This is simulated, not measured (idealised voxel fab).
process module | voxel local oxidation
cross-section cut | 220 nm wide | cells 5 nm
A cross-section is a grid of square cells, given in bands from the top down. A band is one or more rows of cells.
Each band's line starts with the height of the band's top and of its bottom, in nm. Then come its materials from left to right, each with its width in nm. One material with "throughout" fills the band from edge to edge. "air" is empty space.
Height 0 is the level under which the wafer as received is all one material. The lowest band goes on downwards, as in "0 down".
A width such as "30 to 40" changes by the same amount from each row of cells to the next, from the band's top row to its bottom row.
"no change" after a step means that no cell of the cross-section changed.
closed voids: empty space of 8 cells or more with no open way to the top, each as width x height at its distance from the left edge, in nm
after a step's settings: what the simulator itself notes on the step
overlay nm, on a step with a mask: how far to the right of its planned place the mask lay; to the left if negative
plan
1 op RECEIVE | material Si
2 op OXIDIZE | depth nm 5
3 op CONFORMAL_DEP | material SiN | thk nm 10
4 op DIRECTIONAL_DEP | material aC | thk nm 10
5 op PATTERN | tone cover | mask id ACTIVE | material resist | width nm 115 | thk nm 25 | overlay nm 0
6 op DIRECTIONAL_ETCH | etch materials aC | depth nm 10
7 op STRIP | etch materials resist
8 op DIRECTIONAL_ETCH | etch materials SiN | depth nm 10
9 op STRIP | etch materials aC
10 op SELECTIVE_ETCH | etch materials SiO2 | depth nm 5
11 op OXIDIZE | depth nm 15
12 op STRIP | etch materials SiN
as received, after step 1
  0 down: Si throughout
  closed voids: none
a wafer at the end: this start, this plan, one mistake
  0 to -5: air 55 | SiO2 105 | air 60
  -5 to -10: SiO2 60 | Si 95 | SiO2 65
  -10 down: Si throughout
  closed voids: none
what went wrong: step 11 ran as: op OXIDIZE | depth nm 5
